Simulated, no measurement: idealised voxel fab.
Process module name: voxel double patterning
250 nm wide, 5 nm square cells: that's cross-section cut.
Just so we're on the same page, the cross-sections are grids of square cells, and they're listed out in bands top to bottom, each band one or more rows deep.
Basically the band line says how high the top is and how high the bottom is, in nm, and then what's in it from left to right, every material with its width in nm. Empty space shows up as "blank", and if a single material carries "throughout" it runs the full band edge to edge.
Heights are reckoned from 0. Under this level, the received wafer is all of one material. The bottommost band is open-ended downward, for example "from 0 down".
Read "30..40" as a graded width: first number on top, second number at the bottom, same change between each pair of neighbouring rows.
Step marked "left unchanged"? Then no cell in the cross-section changed in it.
You'll see "Fully sealed voids" listing empty spaces that have no way open to the top, as long as they're 8 cells or more; the notation is width x height at distance, where the distance is from the left edge, and all of it is in nm.
Formally, on a step line, whatever follows the settings is a remark that the simulator itself makes on the step.
"overlay nm", when on a step's line for a step with a mask, measures how far to the right of its planned place the mask lay; a negative measure means to the left.
PLANNED STEP LIST FOR THE PROCESS
1,RECEIVE | material Si
2,CONFORMAL_DEP | material SiO2 | thk nm 10
3,DIRECTIONAL_DEP | material W | thk nm 15
4,DIRECTIONAL_DEP | material SiN | thk nm 10
5,MASKED_ETCH | tone open | mask id FIRST | width nm 15 | pitch nm 50 | etch materials SiN | depth nm 10 | overlay nm 0
6,MASKED_ETCH | tone open | mask id SECOND | width nm 15 | etch materials SiN | depth nm 10 | overlay nm 0
7,DIRECTIONAL_ETCH | etch materials W | depth nm 15
8,STRIP | etch materials SiN
WAFER CROSS-SECTION ON RECEIPT, I.E. AFTER STEP 1
> from 0 down: Si throughout
> Fully sealed voids: none
WAFER CROSS-SECTION AT END OF MODULE: START AND PLAN AS SHOWN ABOVE, ONE EXECUTION ERROR
> from 25 to 10: W 90; blank 15; W 10; blank 15; W 10; blank 15; W 95
> from 10 to 0: W throughout
> from 0 down: Si throughout
> Fully sealed voids: none
what went wrong: so step 2 ended up running with a different setting than we planned, it ran as CONFORMAL_DEP | material W | thk nm 10
